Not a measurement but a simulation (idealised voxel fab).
process module | voxel released beams
cross-section cut | 240 nm wide | cells 5 nm
A cross-section is a grid of square cells, given in bands from the top down. A band is one or more rows of cells.
Each band's line starts with the height of the band's top and of its bottom, in nm. Then come its materials from left to right, each with its width in nm. One material with "throughout" fills the band from edge to edge. "air" is empty space.
Height 0 is the level under which the wafer as received is all one material. The lowest band goes on downwards, as in "0 down".
A width such as "30 to 40" changes by the same amount from each row of cells to the next, from the band's top row to its bottom row.
"no change" after a step means that no cell of the cross-section changed.
closed voids: empty space of 8 cells or more with no open way to the top, each as width x height at its distance from the left edge, in nm
after a step's settings: what the simulator itself notes on the step
overlay nm, on a step with a mask: how far to the right of its planned place the mask lay; to the left if negative
plan
1 op RECEIVE | material Si
2 op CONFORMAL_DEP | material Al2O3 | thk nm 5
3 op DIRECTIONAL_DEP | material SiO2 | thk nm 20
4 op MASKED_ETCH | tone open | mask id ANCHOR | width nm 25 | etch materials SiO2 | depth nm 20 | overlay nm 0
5 op CONFORMAL_DEP | material polySi | thk nm 10
6 op MASKED_ETCH | tone cover | mask id BEAM | width nm 110 | etch materials polySi | depth nm 10 | overlay nm 0
7 op STRIP | etch materials SiO2
first wafer, as planned
as received, after step 1
  0 down: Si throughout
  closed voids: none
after step 2
  5 to 0: Al2O3 throughout
  below 0: unchanged
after step 3
  25 to 5: SiO2 throughout
  below 5: unchanged
after step 4
  25 to 5: SiO2 65 | air 25 | SiO2 150
  below 5: unchanged
after step 5
  35 to 25: polySi 75 | air 5 | polySi 160
  25 to 15: SiO2 65 | polySi 10 | air 5 | polySi 10 | SiO2 150
  15 to 5: SiO2 65 | polySi 25 | SiO2 150
  below 5: unchanged
after step 6
  35 to 25: air 60 | polySi 15 | air 5 | polySi 90 | air 70
  below 25: unchanged
after step 7
  35 to 25: air 60 | polySi 15 | air 5 | polySi 90 | air 70
  25 to 15: air 65 | polySi 10 | air 5 | polySi 10 | air 150
  15 to 5: air 65 | polySi 25 | air 150
  below 5: unchanged
second wafer: like start, like plan, one mistake. Through step 1 it matches the first wafer
when step 2 should have ended: no change
when step 3 should have ended
  20 to 0: SiO2 throughout
  below 0: unchanged
when step 4 should have ended
  20 to 0: SiO2 65 | air 25 | SiO2 150
  below 0: unchanged
when step 5 should have ended
  30 to 20: polySi 75 | air 5 | polySi 160
  20 to 10: SiO2 65 | polySi 10 | air 5 | polySi 10 | SiO2 150
  10 to 0: SiO2 65 | polySi 25 | SiO2 150
  below 0: unchanged
when step 6 should have ended
  30 to 20: air 60 | polySi 15 | air 5 | polySi 90 | air 70
  below 20: unchanged
when step 7 should have ended
  30 to 20: air 60 | polySi 15 | air 5 | polySi 90 | air 70
  20 to 10: air 65 | polySi 10 | air 5 | polySi 10 | air 150
  10 to 0: air 65 | polySi 25 | air 150
  below 0: unchanged
what went wrong: step 2 was left out
at the end the second wafer has, in cells: 48 fewer of Al2O3
